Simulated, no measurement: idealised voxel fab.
Process module name: voxel self aligned vias
Cross-section cut spans 240 nm and uses square cells 5 nm in size.
A cross-section is written here as square cells arranged in a grid, and it is given in bands from the top down, each band taking up one or more rows of cells.
The band entry comprises the height of the band's top followed by the height of its bottom, expressed in nm, and subsequently the band's materials from left to right, each stated together with its width in nm. Where a single material is marked with the word "throughout", that material fills the band from edge to edge. The word "air" represents empty space.
Counting heights begins at 0, where everything beneath is, in the wafer as received, one material. The lowest band has no bottom; it goes on downwards, as "from 0 down" shows.
Width "30 to 40": first value at the band's top row of cells, second value at its bottom row, equal change from row to row.
Reading "no change" for a step: not a cell of the cross-section changed in it.
"Catalogued sealed voids" lists enclosed empty spaces (at least 8 cells, no open path upward to the top), each as width x height at distance from the left edge, in nm.
Note: text after step settings on the step line = simulator remark on that step.
The line of a step may include "overlay nm". On a step with a mask, this value is how far to the right of its planned place the mask lay. A negative value means the mask lay to the left.
Pairs, read this way: before one process step on the one hand, after it on the other, the after cross-section ending at the lowest band that changed; the step between, settings included, beneath. Same starting wafer throughout, but possibly different runs of this module, so no pair continues from the pair above unless its entry headed "Incoming structure" says so.

## Incoming structure
> from 0 down: Si throughout
> Catalogued sealed voids: none

## Post-Step Appearance
> from 15 to 0: SiO2 throughout
> below 0: unchanged
> Catalogued sealed voids: none
Between before and after as drawn above: CONFORMAL_DEP | material SiO2 | thk nm 15

Incoming structure: The structure entering this step is exactly what the pair just above shows after its step.

## Post-Step Appearance
> from 20 to 15: SiCN throughout
> below 15: unchanged
> Catalogued sealed voids: none
Between before and after as drawn above: CONFORMAL_DEP | material SiCN | thk nm 5

Incoming structure: The structure entering this step is exactly what the pair just above shows after its step.

## Post-Step Appearance
> from 45 to 20: SiO2 throughout
> below 20: unchanged
> Catalogued sealed voids: none
Between before and after as drawn above: DIRECTIONAL_DEP | material SiO2 | thk nm 25

Incoming structure: The structure entering this step is exactly what the pair just above shows after its step.

## Post-Step Appearance
> from 45 to 20: SiO2 75 / air 30 / SiO2 25 / air 30 / SiO2 80
> below 20: unchanged
> Catalogued sealed voids: none
Between before and after as drawn above: MASKED_ETCH | tone open | mask id LINES | width nm 30 | pitch nm 55 | etch materials SiO2 | depth nm 25 | overlay nm 0

Incoming structure: The structure entering this step is exactly what the pair just above shows after its step.

## Post-Step Appearance
> from 50 to 45: TiN 80 / air 20 / TiN 35 / air 20 / TiN 85
> from 45 to 25: SiO2 75 / TiN 5 / air 20 / TiN 5 / SiO2 25 / TiN 5 / air 20 / TiN 5 / SiO2 80
> from 25 to 20: SiO2 75 / TiN 30 / SiO2 25 / TiN 30 / SiO2 80
> below 20: unchanged
> Catalogued sealed voids: none
Between before and after as drawn above: CONFORMAL_DEP | material TiN | thk nm 5

Incoming structure: The structure entering this step is exactly what the pair just above shows after its step.

## Post-Step Appearance
> from 60 to 50: W throughout
> from 50 to 45: TiN 80 / W 20 / TiN 35 / W 20 / TiN 85
> from 45 to 25: SiO2 75 / TiN 5 / W 20 / TiN 5 / SiO2 25 / TiN 5 / W 20 / TiN 5 / SiO2 80
> below 25: unchanged
> Catalogued sealed voids: none
Between before and after as drawn above: FILL_DEP | material W | thk nm 10

Incoming structure: The structure entering this step is exactly what the pair just above shows after its step.

## Post-Step Appearance
> from 45 to 25: SiO2 75 / TiN 5 / W 20 / TiN 5 / SiO2 25 / TiN 5 / W 20 / TiN 5 / SiO2 80
> below 25: unchanged
> Catalogued sealed voids: none
Between before and after as drawn above: CMP | height nm 45

Incoming structure: The structure entering this step is exactly what the pair just above shows after its step.

## Post-Step Appearance
> from 45 to 40: SiO2 75 / air 30 / SiO2 25 / air 30 / SiO2 80
> below 40: unchanged
> Catalogued sealed voids: none
Between before and after as drawn above: SELECTIVE_ETCH | etch materials W Ru TiN | depth nm 5

Incoming structure: The structure entering this step is exactly what the pair just above shows after its step.

## Post-Step Appearance
> from 55 to 45: SiN throughout
> from 45 to 40: SiO2 75 / SiN 30 / SiO2 25 / SiN 30 / SiO2 80
> below 40: unchanged
> Catalogued sealed voids: none
Between before and after as drawn above: FILL_DEP | material SiN | thk nm 10

Incoming structure: The structure entering this step is exactly what the pair just above shows after its step.

## Post-Step Appearance
> from 45 to 40: SiO2 75 / SiN 30 / SiO2 25 / SiN 30 / SiO2 80
> below 40: unchanged
> Catalogued sealed voids: none
Between before and after as drawn above: CMP | height nm 45

Incoming structure: The structure entering this step is exactly what the pair just above shows after its step.

## Post-Step Appearance
> from 65 to 45: SiO2 throughout
> below 45: unchanged
> Catalogued sealed voids: none
Between before and after as drawn above: DIRECTIONAL_DEP | material SiO2 | thk nm 20

Incoming structure: The structure entering this step is exactly what the pair just above shows after its step.

## Post-Step Appearance
> from 65 to 45: SiO2 70 / air 40 / SiO2 15 / air 40 / SiO2 75
> below 45: unchanged
> Catalogued sealed voids: none
Between before and after as drawn above: MASKED_ETCH | tone open | mask id VIAS | width nm 40 | pitch nm 55 | etch materials SiO2 | depth nm 20 | overlay nm 0

Incoming structure: The structure entering this step is exactly what the pair just above shows after its step.

## Post-Step Appearance
> from 65 to 45: SiO2 70 / air 40 / SiO2 15 / air 40 / SiO2 75
> from 45 to 40: SiO2 75 / air 30 / SiO2 25 / air 30 / SiO2 80
> below 40: unchanged
> Catalogued sealed voids: none
Between before and after as drawn above: MASKED_ETCH | tone open | mask id VIAS | width nm 40 | pitch nm 55 | etch materials SiN | depth nm 5 | overlay nm 0

Incoming structure: The structure entering this step is exactly what the pair just above shows after its step.

## Post-Step Appearance
> from 70 to 65: TiN 75 / air 30 / TiN 25 / air 30 / TiN 80
> from 65 to 50: SiO2 70 / TiN 5 / air 30 / TiN 5 / SiO2 15 / TiN 5 / air 30 / TiN 5 / SiO2 75
> from 50 to 45: SiO2 70 / TiN 10 / air 20 / TiN 10 / SiO2 15 / TiN 10 / air 20 / TiN 10 / SiO2 75
> from 45 to 40: SiO2 75 / TiN 30 / SiO2 25 / TiN 30 / SiO2 80
> below 40: unchanged
> Catalogued sealed voids: none
Between before and after as drawn above: CONFORMAL_DEP | material TiN | thk nm 5

Incoming structure: The structure entering this step is exactly what the pair just above shows after its step.

## Post-Step Appearance
> from 80 to 70: W throughout
> from 70 to 65: TiN 75 / W 30 / TiN 25 / W 30 / TiN 80
> from 65 to 50: SiO2 70 / TiN 5 / W 30 / TiN 5 / SiO2 15 / TiN 5 / W 30 / TiN 5 / SiO2 75
> from 50 to 45: SiO2 70 / TiN 10 / W 20 / TiN 10 / SiO2 15 / TiN 10 / W 20 / TiN 10 / SiO2 75
> below 45: unchanged
> Catalogued sealed voids: none
Between before and after as drawn above: FILL_DEP | material W | thk nm 10

Incoming structure: The structure entering this step is exactly what the pair just above shows after its step.

## Post-Step Appearance
> from 65 to 50: SiO2 70 / TiN 5 / W 30 / TiN 5 / SiO2 15 / TiN 5 / W 30 / TiN 5 / SiO2 75
> below 50: unchanged
> Catalogued sealed voids: none
Between before and after as drawn above: CMP | height nm 65

Incoming structure: The structure entering this step is exactly what the pair just above shows after its step.

## Post-Step Appearance
> from 70 to 65: SiCN throughout
> below 65: unchanged
> Catalogued sealed voids: none
Between before and after as drawn above: CONFORMAL_DEP | material SiCN | thk nm 5

## Incoming structure
> from 0 down: Si throughout
> Catalogued sealed voids: none

## Post-Step Appearance
> from 5 to 0: SiCN throughout
> below 0: unchanged
> Catalogued sealed voids: none
Between before and after as drawn above: CONFORMAL_DEP | material SiCN | thk nm 5

Incoming structure: The structure entering this step is exactly what the pair just above shows after its step.

## Post-Step Appearance
> from 30 to 5: SiO2 throughout
> below 5: unchanged
> Catalogued sealed voids: none
Between before and after as drawn above: DIRECTIONAL_DEP | material SiO2 | thk nm 25

Incoming structure: The structure entering this step is exactly what the pair just above shows after its step.

## Post-Step Appearance
> from 30 to 5: SiO2 75 / air 30 / SiO2 25 / air 30 / SiO2 80
> below 5: unchanged
> Catalogued sealed voids: none
Between before and after as drawn above: MASKED_ETCH | tone open | mask id LINES | width nm 30 | pitch nm 55 | etch materials SiO2 | depth nm 25 | overlay nm 0

Incoming structure: The structure entering this step is exactly what the pair just above shows after its step.

## Post-Step Appearance
> from 35 to 30: TiN 80 / air 20 / TiN 35 / air 20 / TiN 85
> from 30 to 10: SiO2 75 / TiN 5 / air 20 / TiN 5 / SiO2 25 / TiN 5 / air 20 / TiN 5 / SiO2 80
> from 10 to 5: SiO2 75 / TiN 30 / SiO2 25 / TiN 30 / SiO2 80
> below 5: unchanged
> Catalogued sealed voids: none
Between before and after as drawn above: CONFORMAL_DEP | material TiN | thk nm 5

Incoming structure: The structure entering this step is exactly what the pair just above shows after its step.

## Post-Step Appearance
> from 45 to 35: W throughout
> from 35 to 30: TiN 80 / W 20 / TiN 35 / W 20 / TiN 85
> from 30 to 10: SiO2 75 / TiN 5 / W 20 / TiN 5 / SiO2 25 / TiN 5 / W 20 / TiN 5 / SiO2 80
> below 10: unchanged
> Catalogued sealed voids: none
Between before and after as drawn above: FILL_DEP | material W | thk nm 10

Incoming structure: The structure entering this step is exactly what the pair just above shows after its step.

## Post-Step Appearance
> from 40 to 35: W throughout
> below 35: unchanged
> Catalogued sealed voids: none
Between before and after as drawn above: SELECTIVE_ETCH | etch materials W Ru TiN | depth nm 5

Incoming structure: The structure entering this step is exactly what the pair just above shows after its step.

## Post-Step Appearance
> from 50 to 40: SiN throughout
> below 40: unchanged
> Catalogued sealed voids: none
Between before and after as drawn above: FILL_DEP | material SiN | thk nm 10

Incoming structure: The structure entering this step is exactly what the pair just above shows after its step.

## Post-Step Appearance
> from 45 to 40: SiN throughout
> below 40: unchanged
> Catalogued sealed voids: none
Between before and after as drawn above: CMP | height nm 45

Incoming structure: The structure entering this step is exactly what the pair just above shows after its step.

## Post-Step Appearance
> from 65 to 45: SiO2 throughout
> below 45: unchanged
> Catalogued sealed voids: none
Between before and after as drawn above: DIRECTIONAL_DEP | material SiO2 | thk nm 20

Incoming structure: The structure entering this step is exactly what the pair just above shows after its step.

## Post-Step Appearance
> from 65 to 45: SiO2 70 / air 40 / SiO2 15 / air 40 / SiO2 75
> below 45: unchanged
> Catalogued sealed voids: none
Between before and after as drawn above: MASKED_ETCH | tone open | mask id VIAS | width nm 40 | pitch nm 55 | etch materials SiO2 | depth nm 20 | overlay nm 0

Incoming structure: The structure entering this step is exactly what the pair just above shows after its step.

## Post-Step Appearance
> from 65 to 45: SiO2 70 / air 40 / SiO2 15 / air 40 / SiO2 75
> from 45 to 40: SiN 70 / air 40 / SiN 15 / air 40 / SiN 75
> below 40: unchanged
> Catalogued sealed voids: none
Between before and after as drawn above: MASKED_ETCH | tone open | mask id VIAS | width nm 40 | pitch nm 55 | etch materials SiN | depth nm 5 | overlay nm 0

Incoming structure: The structure entering this step is exactly what the pair just above shows after its step.

## Post-Step Appearance
> from 70 to 65: TiN 75 / air 30 / TiN 25 / air 30 / TiN 80
> from 65 to 45: SiO2 70 / TiN 5 / air 30 / TiN 5 / SiO2 15 / TiN 5 / air 30 / TiN 5 / SiO2 75
> from 45 to 40: SiN 70 / TiN 40 / SiN 15 / TiN 40 / SiN 75
> below 40: unchanged
> Catalogued sealed voids: none
Between before and after as drawn above: CONFORMAL_DEP | material TiN | thk nm 5

Incoming structure: The structure entering this step is exactly what the pair just above shows after its step.

## Post-Step Appearance
> from 80 to 70: W throughout
> from 70 to 65: TiN 75 / W 30 / TiN 25 / W 30 / TiN 80
> from 65 to 45: SiO2 70 / TiN 5 / W 30 / TiN 5 / SiO2 15 / TiN 5 / W 30 / TiN 5 / SiO2 75
> below 45: unchanged
> Catalogued sealed voids: none
Between before and after as drawn above: FILL_DEP | material W | thk nm 10

Incoming structure: The structure entering this step is exactly what the pair just above shows after its step.

## Post-Step Appearance
> from 65 to 45: SiO2 70 / TiN 5 / W 30 / TiN 5 / SiO2 15 / TiN 5 / W 30 / TiN 5 / SiO2 75
> below 45: unchanged
> Catalogued sealed voids: none
Between before and after as drawn above: CMP | height nm 65

Incoming structure: The structure entering this step is exactly what the pair just above shows after its step.

## Post-Step Appearance
> from 70 to 65: SiCN throughout
> below 65: unchanged
> Catalogued sealed voids: none
Between before and after as drawn above: CONFORMAL_DEP | material SiCN | thk nm 5

## Incoming structure
> from 15 to 0: SiO2 throughout
> from 0 down: Si throughout
> Catalogued sealed voids: none

## Post-Step Appearance
> from 30 to 0: SiO2 throughout
> below 0: unchanged
> Catalogued sealed voids: none
Between before and after as drawn above: CONFORMAL_DEP | material SiO2 | thk nm 15

Incoming structure: The structure entering this step is exactly what the pair just above shows after its step.

## Post-Step Appearance
> from 35 to 30: SiCN throughout
> below 30: unchanged
> Catalogued sealed voids: none
Between before and after as drawn above: CONFORMAL_DEP | material SiCN | thk nm 5

Incoming structure: The structure entering this step is exactly what the pair just above shows after its step.

## Post-Step Appearance
> from 60 to 35: SiO2 throughout
> below 35: unchanged
> Catalogued sealed voids: none
Between before and after as drawn above: DIRECTIONAL_DEP | material SiO2 | thk nm 25

Incoming structure: The structure entering this step is exactly what the pair just above shows after its step.

## Post-Step Appearance
> from 60 to 35: SiO2 75 / air 30 / SiO2 25 / air 30 / SiO2 80
> below 35: unchanged
> Catalogued sealed voids: none
Between before and after as drawn above: MASKED_ETCH | tone open | mask id LINES | width nm 30 | pitch nm 55 | etch materials SiO2 | depth nm 25 | overlay nm 0

Incoming structure: The structure entering this step is exactly what the pair just above shows after its step.

## Post-Step Appearance
> from 65 to 60: TiN 80 / air 20 / TiN 35 / air 20 / TiN 85
> from 60 to 40: SiO2 75 / TiN 5 / air 20 / TiN 5 / SiO2 25 / TiN 5 / air 20 / TiN 5 / SiO2 80
> from 40 to 35: SiO2 75 / TiN 30 / SiO2 25 / TiN 30 / SiO2 80
> below 35: unchanged
> Catalogued sealed voids: none
Between before and after as drawn above: CONFORMAL_DEP | material TiN | thk nm 5

Incoming structure: The structure entering this step is exactly what the pair just above shows after its step.

## Post-Step Appearance
> from 75 to 65: W throughout
> from 65 to 60: TiN 80 / W 20 / TiN 35 / W 20 / TiN 85
> from 60 to 40: SiO2 75 / TiN 5 / W 20 / TiN 5 / SiO2 25 / TiN 5 / W 20 / TiN 5 / SiO2 80
> below 40: unchanged
> Catalogued sealed voids: none
Between before and after as drawn above: FILL_DEP | material W | thk nm 10

Incoming structure: The structure entering this step is exactly what the pair just above shows after its step.

## Post-Step Appearance
> from 45 to 40: SiO2 75 / TiN 5 / W 20 / TiN 5 / SiO2 25 / TiN 5 / W 20 / TiN 5 / SiO2 80
> below 40: unchanged
> Catalogued sealed voids: none
Between before and after as drawn above: CMP | height nm 45

Incoming structure: The structure entering this step is exactly what the pair just above shows after its step.

## Post-Step Appearance
> from 45 to 40: SiO2 75 / air 30 / SiO2 25 / air 30 / SiO2 80
> below 40: unchanged
> Catalogued sealed voids: none
Between before and after as drawn above: SELECTIVE_ETCH | etch materials W Ru TiN | depth nm 5

Incoming structure: The structure entering this step is exactly what the pair just above shows after its step.

## Post-Step Appearance
> from 55 to 45: SiN throughout
> from 45 to 40: SiO2 75 / SiN 30 / SiO2 25 / SiN 30 / SiO2 80
> below 40: unchanged
> Catalogued sealed voids: none
Between before and after as drawn above: FILL_DEP | material SiN | thk nm 10

Incoming structure: The structure entering this step is exactly what the pair just above shows after its step.

## Post-Step Appearance
> from 45 to 40: SiO2 75 / SiN 30 / SiO2 25 / SiN 30 / SiO2 80
> below 40: unchanged
> Catalogued sealed voids: none
Between before and after as drawn above: CMP | height nm 45

Incoming structure: The structure entering this step is exactly what the pair just above shows after its step.

## Post-Step Appearance
> from 65 to 45: SiO2 throughout
> below 45: unchanged
> Catalogued sealed voids: none
Between before and after as drawn above: DIRECTIONAL_DEP | material SiO2 | thk nm 20

Incoming structure: The structure entering this step is exactly what the pair just above shows after its step.

## Post-Step Appearance
> from 65 to 45: SiO2 70 / air 40 / SiO2 15 / air 40 / SiO2 75
> below 45: unchanged
> Catalogued sealed voids: none
Between before and after as drawn above: MASKED_ETCH | tone open | mask id VIAS | width nm 40 | pitch nm 55 | etch materials SiO2 | depth nm 20 | overlay nm 0

Incoming structure: The structure entering this step is exactly what the pair just above shows after its step.

## Post-Step Appearance
> from 65 to 45: SiO2 70 / air 40 / SiO2 15 / air 40 / SiO2 75
> from 45 to 40: SiO2 75 / air 30 / SiO2 25 / air 30 / SiO2 80
> below 40: unchanged
> Catalogued sealed voids: none
Between before and after as drawn above: MASKED_ETCH | tone open | mask id VIAS | width nm 40 | pitch nm 55 | etch materials SiN | depth nm 5 | overlay nm 0

Incoming structure: The structure entering this step is exactly what the pair just above shows after its step.

## Post-Step Appearance
> from 70 to 65: TiN 75 / air 30 / TiN 25 / air 30 / TiN 80
> from 65 to 50: SiO2 70 / TiN 5 / air 30 / TiN 5 / SiO2 15 / TiN 5 / air 30 / TiN 5 / SiO2 75
> from 50 to 45: SiO2 70 / TiN 10 / air 20 / TiN 10 / SiO2 15 / TiN 10 / air 20 / TiN 10 / SiO2 75
> from 45 to 35: SiO2 75 / TiN 30 / SiO2 25 / TiN 30 / SiO2 80
> below 35: unchanged
> Catalogued sealed voids: none
Between before and after as drawn above: CONFORMAL_DEP | material TiN | thk nm 5

Incoming structure: The structure entering this step is exactly what the pair just above shows after its step.

## Post-Step Appearance
> from 80 to 70: W throughout
> from 70 to 65: TiN 75 / W 30 / TiN 25 / W 30 / TiN 80
> from 65 to 50: SiO2 70 / TiN 5 / W 30 / TiN 5 / SiO2 15 / TiN 5 / W 30 / TiN 5 / SiO2 75
> from 50 to 45: SiO2 70 / TiN 10 / W 20 / TiN 10 / SiO2 15 / TiN 10 / W 20 / TiN 10 / SiO2 75
> below 45: unchanged
> Catalogued sealed voids: none
Between before and after as drawn above: FILL_DEP | material W | thk nm 10

Incoming structure: The structure entering this step is exactly what the pair just above shows after its step.

## Post-Step Appearance
> from 65 to 50: SiO2 70 / TiN 5 / W 30 / TiN 5 / SiO2 15 / TiN 5 / W 30 / TiN 5 / SiO2 75
> below 50: unchanged
> Catalogued sealed voids: none
Between before and after as drawn above: CMP | height nm 65

Incoming structure: The structure entering this step is exactly what the pair just above shows after its step.

## Post-Step Appearance
> from 70 to 65: SiCN throughout
> below 65: unchanged
> Catalogued sealed voids: none
Between before and after as drawn above: CONFORMAL_DEP | material SiCN | thk nm 5

## Incoming structure
> from 5 to 0: SiCN throughout
> from 0 down: Si throughout
> Catalogued sealed voids: none

## Post-Step Appearance
> from 20 to 5: SiO2 throughout
> below 5: unchanged
> Catalogued sealed voids: none
Between before and after as drawn above: CONFORMAL_DEP | material SiO2 | thk nm 15

Incoming structure: The structure entering this step is exactly what the pair just above shows after its step.

## Post-Step Appearance
> from 45 to 5: SiO2 throughout
> below 5: unchanged
> Catalogued sealed voids: none
Between before and after as drawn above: DIRECTIONAL_DEP | material SiO2 | thk nm 25

Incoming structure: The structure entering this step is exactly what the pair just above shows after its step.

## Post-Step Appearance
> from 45 to 20: SiO2 75 / air 30 / SiO2 25 / air 30 / SiO2 80
> below 20: unchanged
> Catalogued sealed voids: none
Between before and after as drawn above: MASKED_ETCH | tone open | mask id LINES | width nm 30 | pitch nm 55 | etch materials SiO2 | depth nm 25 | overlay nm 0

Incoming structure: The structure entering this step is exactly what the pair just above shows after its step.

## Post-Step Appearance
> from 50 to 45: TiN 80 / air 20 / TiN 35 / air 20 / TiN 85
> from 45 to 25: SiO2 75 / TiN 5 / air 20 / TiN 5 / SiO2 25 / TiN 5 / air 20 / TiN 5 / SiO2 80
> from 25 to 20: SiO2 75 / TiN 30 / SiO2 25 / TiN 30 / SiO2 80
> below 20: unchanged
> Catalogued sealed voids: none
Between before and after as drawn above: CONFORMAL_DEP | material TiN | thk nm 5

Incoming structure: The structure entering this step is exactly what the pair just above shows after its step.

## Post-Step Appearance
> from 60 to 50: W throughout
> from 50 to 45: TiN 80 / W 20 / TiN 35 / W 20 / TiN 85
> from 45 to 25: SiO2 75 / TiN 5 / W 20 / TiN 5 / SiO2 25 / TiN 5 / W 20 / TiN 5 / SiO2 80
> below 25: unchanged
> Catalogued sealed voids: none
Between before and after as drawn above: FILL_DEP | material W | thk nm 10

Incoming structure: The structure entering this step is exactly what the pair just above shows after its step.

## Post-Step Appearance
> from 45 to 25: SiO2 75 / TiN 5 / W 20 / TiN 5 / SiO2 25 / TiN 5 / W 20 / TiN 5 / SiO2 80
> below 25: unchanged
> Catalogued sealed voids: none
Between before and after as drawn above: CMP | height nm 45

Incoming structure: The structure entering this step is exactly what the pair just above shows after its step.

## Post-Step Appearance
> from 45 to 40: SiO2 75 / air 30 / SiO2 25 / air 30 / SiO2 80
> below 40: unchanged
> Catalogued sealed voids: none
Between before and after as drawn above: SELECTIVE_ETCH | etch materials W Ru TiN | depth nm 5

Incoming structure: The structure entering this step is exactly what the pair just above shows after its step.

## Post-Step Appearance
> from 55 to 45: SiN throughout
> from 45 to 40: SiO2 75 / SiN 30 / SiO2 25 / SiN 30 / SiO2 80
> below 40: unchanged
> Catalogued sealed voids: none
Between before and after as drawn above: FILL_DEP | material SiN | thk nm 10

Incoming structure: The structure entering this step is exactly what the pair just above shows after its step.

## Post-Step Appearance
> from 45 to 40: SiO2 75 / SiN 30 / SiO2 25 / SiN 30 / SiO2 80
> below 40: unchanged
> Catalogued sealed voids: none
Between before and after as drawn above: CMP | height nm 45

Incoming structure: The structure entering this step is exactly what the pair just above shows after its step.

## Post-Step Appearance
> from 65 to 45: SiO2 throughout
> below 45: unchanged
> Catalogued sealed voids: none
Between before and after as drawn above: DIRECTIONAL_DEP | material SiO2 | thk nm 20

Incoming structure: The structure entering this step is exactly what the pair just above shows after its step.

## Post-Step Appearance
> from 65 to 45: SiO2 70 / air 40 / SiO2 15 / air 40 / SiO2 75
> below 45: unchanged
> Catalogued sealed voids: none
Between before and after as drawn above: MASKED_ETCH | tone open | mask id VIAS | width nm 40 | pitch nm 55 | etch materials SiO2 | depth nm 20 | overlay nm 0

Incoming structure: The structure entering this step is exactly what the pair just above shows after its step.

## Post-Step Appearance
> from 65 to 45: SiO2 70 / air 40 / SiO2 15 / air 40 / SiO2 75
> from 45 to 40: SiO2 75 / air 30 / SiO2 25 / air 30 / SiO2 80
> below 40: unchanged
> Catalogued sealed voids: none
Between before and after as drawn above: MASKED_ETCH | tone open | mask id VIAS | width nm 40 | pitch nm 55 | etch materials SiN | depth nm 5 | overlay nm 0

Incoming structure: The structure entering this step is exactly what the pair just above shows after its step.

## Post-Step Appearance
> from 70 to 65: TiN 75 / air 30 / TiN 25 / air 30 / TiN 80
> from 65 to 50: SiO2 70 / TiN 5 / air 30 / TiN 5 / SiO2 15 / TiN 5 / air 30 / TiN 5 / SiO2 75
> from 50 to 45: SiO2 70 / TiN 10 / air 20 / TiN 10 / SiO2 15 / TiN 10 / air 20 / TiN 10 / SiO2 75
> from 45 to 40: SiO2 75 / TiN 30 / SiO2 25 / TiN 30 / SiO2 80
> below 40: unchanged
> Catalogued sealed voids: none
Between before and after as drawn above: CONFORMAL_DEP | material TiN | thk nm 5

Incoming structure: The structure entering this step is exactly what the pair just above shows after its step.

## Post-Step Appearance
> from 80 to 70: W throughout
> from 70 to 65: TiN 75 / W 30 / TiN 25 / W 30 / TiN 80
> from 65 to 50: SiO2 70 / TiN 5 / W 30 / TiN 5 / SiO2 15 / TiN 5 / W 30 / TiN 5 / SiO2 75
> from 50 to 45: SiO2 70 / TiN 10 / W 20 / TiN 10 / SiO2 15 / TiN 10 / W 20 / TiN 10 / SiO2 75
> below 45: unchanged
> Catalogued sealed voids: none
Between before and after as drawn above: FILL_DEP | material W | thk nm 10

Incoming structure: The structure entering this step is exactly what the pair just above shows after its step.

## Post-Step Appearance
> from 65 to 50: SiO2 70 / TiN 5 / W 30 / TiN 5 / SiO2 15 / TiN 5 / W 30 / TiN 5 / SiO2 75
> below 50: unchanged
> Catalogued sealed voids: none
Between before and after as drawn above: CMP | height nm 65

Incoming structure: The structure entering this step is exactly what the pair just above shows after its step.

## Post-Step Appearance
> from 70 to 65: SiCN throughout
> below 65: unchanged
> Catalogued sealed voids: none
Between before and after as drawn above: CONFORMAL_DEP | material SiCN | thk nm 5

## Incoming structure
> from 80 to 70: W throughout
> from 70 to 65: TiN 75 / W 30 / TiN 25 / W 30 / TiN 80
> from 65 to 50: SiO2 70 / TiN 5 / W 30 / TiN 5 / SiO2 15 / TiN 5 / W 30 / TiN 5 / SiO2 75
> from 50 to 45: SiO2 70 / TiN 10 / W 20 / TiN 10 / SiO2 15 / TiN 10 / W 20 / TiN 10 / SiO2 75
> from 45 to 40: SiO2 75 / TiN 30 / SiO2 25 / TiN 30 / SiO2 80
> from 40 to 25: SiO2 75 / TiN 5 / W 20 / TiN 5 / SiO2 25 / TiN 5 / W 20 / TiN 5 / SiO2 80
> from 25 to 20: SiO2 75 / TiN 30 / SiO2 25 / TiN 30 / SiO2 80
> from 20 to 15: SiCN throughout
> from 15 to 0: SiO2 throughout
> from 0 down: Si throughout
> Catalogued sealed voids: none

## Post-Step Appearance
> from 70 to 65: TiN 75 / W 30 / TiN 25 / W 30 / TiN 80
> below 65: unchanged
> Catalogued sealed voids: none
Between before and after as drawn above: CMP | height nm 70

Incoming structure: The structure entering this step is exactly what the pair just above shows after its step.

## Post-Step Appearance
> from 75 to 70: SiCN throughout
> below 70: unchanged
> Catalogued sealed voids: none
Between before and after as drawn above: CONFORMAL_DEP | material SiCN | thk nm 5

## Incoming structure
> from 45 to 20: SiO2 throughout
> from 20 to 15: SiCN throughout
> from 15 to 0: SiO2 throughout
> from 0 down: Si throughout
> Catalogued sealed voids: none

## Post-Step Appearance
> from 45 to 20: SiO2 80 / air 25 / SiO2 30 / air 25 / SiO2 80
> below 20: unchanged
> Catalogued sealed voids: none
Between before and after as drawn above: MASKED_ETCH | tone open | mask id LINES | width nm 25 | pitch nm 55 | etch materials SiO2 | depth nm 25 | overlay nm 0

Incoming structure: The structure entering this step is exactly what the pair just above shows after its step.

## Post-Step Appearance
> from 50 to 45: TiN 85 / air 15 / TiN 40 / air 15 / TiN 85
> from 45 to 25: SiO2 80 / TiN 5 / air 15 / TiN 5 / SiO2 30 / TiN 5 / air 15 / TiN 5 / SiO2 80
> from 25 to 20: SiO2 80 / TiN 25 / SiO2 30 / TiN 25 / SiO2 80
> below 20: unchanged
> Catalogued sealed voids: none
Between before and after as drawn above: CONFORMAL_DEP | material TiN | thk nm 5

Incoming structure: The structure entering this step is exactly what the pair just above shows after its step.

## Post-Step Appearance
> from 60 to 50: W throughout
> from 50 to 45: TiN 85 / W 15 / TiN 40 / W 15 / TiN 85
> from 45 to 25: SiO2 80 / TiN 5 / W 15 / TiN 5 / SiO2 30 / TiN 5 / W 15 / TiN 5 / SiO2 80
> below 25: unchanged
> Catalogued sealed voids: none
Between before and after as drawn above: FILL_DEP | material W | thk nm 10

Incoming structure: The structure entering this step is exactly what the pair just above shows after its step.

## Post-Step Appearance
> from 45 to 25: SiO2 80 / TiN 5 / W 15 / TiN 5 / SiO2 30 / TiN 5 / W 15 / TiN 5 / SiO2 80
> below 25: unchanged
> Catalogued sealed voids: none
Between before and after as drawn above: CMP | height nm 45

Incoming structure: The structure entering this step is exactly what the pair just above shows after its step.

## Post-Step Appearance
> from 45 to 40: SiO2 80 / air 25 / SiO2 30 / air 25 / SiO2 80
> below 40: unchanged
> Catalogued sealed voids: none
Between before and after as drawn above: SELECTIVE_ETCH | etch materials W Ru TiN | depth nm 5

Incoming structure: The structure entering this step is exactly what the pair just above shows after its step.

## Post-Step Appearance
> from 55 to 45: SiN throughout
> from 45 to 40: SiO2 80 / SiN 25 / SiO2 30 / SiN 25 / SiO2 80
> below 40: unchanged
> Catalogued sealed voids: none
Between before and after as drawn above: FILL_DEP | material SiN | thk nm 10

Incoming structure: The structure entering this step is exactly what the pair just above shows after its step.

## Post-Step Appearance
> from 45 to 40: SiO2 80 / SiN 25 / SiO2 30 / SiN 25 / SiO2 80
> below 40: unchanged
> Catalogued sealed voids: none
Between before and after as drawn above: CMP | height nm 45

Incoming structure: The structure entering this step is exactly what the pair just above shows after its step.

## Post-Step Appearance
> from 65 to 45: SiO2 throughout
> below 45: unchanged
> Catalogued sealed voids: none
Between before and after as drawn above: DIRECTIONAL_DEP | material SiO2 | thk nm 20

Incoming structure: The structure entering this step is exactly what the pair just above shows after its step.

## Post-Step Appearance
> from 65 to 45: SiO2 70 / air 40 / SiO2 15 / air 40 / SiO2 75
> below 45: unchanged
> Catalogued sealed voids: none
Between before and after as drawn above: MASKED_ETCH | tone open | mask id VIAS | width nm 40 | pitch nm 55 | etch materials SiO2 | depth nm 20 | overlay nm 0

Incoming structure: The structure entering this step is exactly what the pair just above shows after its step.

## Post-Step Appearance
> from 65 to 45: SiO2 70 / air 40 / SiO2 15 / air 40 / SiO2 75
> from 45 to 40: SiO2 80 / air 25 / SiO2 30 / air 25 / SiO2 80
> below 40: unchanged
> Catalogued sealed voids: none
Between before and after as drawn above: MASKED_ETCH | tone open | mask id VIAS | width nm 40 | pitch nm 55 | etch materials SiN | depth nm 5 | overlay nm 0

Incoming structure: The structure entering this step is exactly what the pair just above shows after its step.

## Post-Step Appearance
> from 70 to 65: TiN 75 / air 30 / TiN 25 / air 30 / TiN 80
> from 65 to 50: SiO2 70 / TiN 5 / air 30 / TiN 5 / SiO2 15 / TiN 5 / air 30 / TiN 5 / SiO2 75
> from 50 to 45: SiO2 70 / TiN 15 / air 15 / TiN 10 / SiO2 15 / TiN 15 / air 15 / TiN 10 / SiO2 75
> from 45 to 40: SiO2 80 / TiN 25 / SiO2 30 / TiN 25 / SiO2 80
> below 40: unchanged
> Catalogued sealed voids: none
Between before and after as drawn above: CONFORMAL_DEP | material TiN | thk nm 5

Incoming structure: The structure entering this step is exactly what the pair just above shows after its step.

## Post-Step Appearance
> from 80 to 70: W throughout
> from 70 to 65: TiN 75 / W 30 / TiN 25 / W 30 / TiN 80
> from 65 to 50: SiO2 70 / TiN 5 / W 30 / TiN 5 / SiO2 15 / TiN 5 / W 30 / TiN 5 / SiO2 75
> from 50 to 45: SiO2 70 / TiN 15 / W 15 / TiN 10 / SiO2 15 / TiN 15 / W 15 / TiN 10 / SiO2 75
> below 45: unchanged
> Catalogued sealed voids: none
Between before and after as drawn above: FILL_DEP | material W | thk nm 10
